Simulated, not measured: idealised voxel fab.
process module | voxel tone inversion
cross-section cut | 285 nm wide | cells 5 nm
A cross-section is a grid of square cells, given in bands from the top down. A band is one or more rows of cells.
Each band's line starts with the height of the band's top and of its bottom, in nm. Then come its materials from left to right, each with its width in nm. One material with "throughout" fills the band from edge to edge. "air" is empty space.
Height 0 is the level under which the wafer as received is all one material. The lowest band goes on downwards, as in "0 down".
A width such as "30 to 40" changes by the same amount from each row of cells to the next, from the band's top row to its bottom row.
"no change" after a step means that no cell of the cross-section changed.
closed voids: empty space of 8 cells or more with no open way to the top, each as width x height at its distance from the left edge, in nm
after a step's settings: what the simulator itself notes on the step
overlay nm, on a step with a mask: how far to the right of its planned place the mask lay; to the left if negative
plan
1 op RECEIVE | material Si
2 op CONFORMAL_DEP | material SiN | thk nm 10
3 op DIRECTIONAL_DEP | material aC | thk nm 15
4 op PATTERN | tone cover | mask id POSTS | material resist | width nm 20 | pitch nm 45 | thk nm 20 | overlay nm 0
5 op DIRECTIONAL_ETCH | etch materials aC | depth nm 15
6 op STRIP | etch materials resist
7 op FILL_DEP | material SiO2 | thk nm 10
8 op CMP | height nm 25
9 op STRIP | etch materials aC
first wafer, as planned
as received, after step 1
  0 down: Si throughout
  closed voids: none
after step 2
  10 to 0: SiN throughout
  below 0: unchanged
after step 3
  25 to 10: aC throughout
  below 10: unchanged
after step 4
  45 to 25: air 110 | resist 20 | air 25 | resist 20 | air 110
  below 25: unchanged
after step 5
  30 to 25: air 110 | resist 20 | air 25 | resist 20 | air 110
  25 to 10: air 110 | aC 20 | air 25 | aC 20 | air 110
  below 10: unchanged
after step 6
  25 to 10: air 110 | aC 20 | air 25 | aC 20 | air 110
  below 10: unchanged
after step 7
  35 to 25: SiO2 throughout
  25 to 10: SiO2 110 | aC 20 | SiO2 25 | aC 20 | SiO2 110
  below 10: unchanged
after step 8
  25 to 10: SiO2 110 | aC 20 | SiO2 25 | aC 20 | SiO2 110
  below 10: unchanged
after step 9
  25 to 10: SiO2 110 | air 20 | SiO2 25 | air 20 | SiO2 110
  below 10: unchanged
second wafer: like start, like plan, one mistake. Through step 3 it matches the first wafer
when step 4 should have ended
  45 to 25: air 115 | resist 15 | air 30 | resist 15 | air 110
  below 25: unchanged
when step 5 should have ended
  30 to 25: air 115 | resist 15 | air 30 | resist 15 | air 110
  25 to 10: air 115 | aC 15 | air 30 | aC 15 | air 110
  below 10: unchanged
when step 6 should have ended
  25 to 10: air 115 | aC 15 | air 30 | aC 15 | air 110
  below 10: unchanged
when step 7 should have ended
  35 to 25: SiO2 throughout
  25 to 10: SiO2 115 | aC 15 | SiO2 30 | aC 15 | SiO2 110
  below 10: unchanged
when step 8 should have ended
  25 to 10: SiO2 115 | aC 15 | SiO2 30 | aC 15 | SiO2 110
  below 10: unchanged
when step 9 should have ended
  25 to 10: SiO2 115 | air 15 | SiO2 30 | air 15 | SiO2 110
  below 10: unchanged
what went wrong: step 4 ran as: op PATTERN | tone cover | mask id POSTS | material resist | width nm 15 | pitch nm 45 | thk nm 20 | overlay nm 0
at the end the second wafer has, in cells: 6 more of SiO2
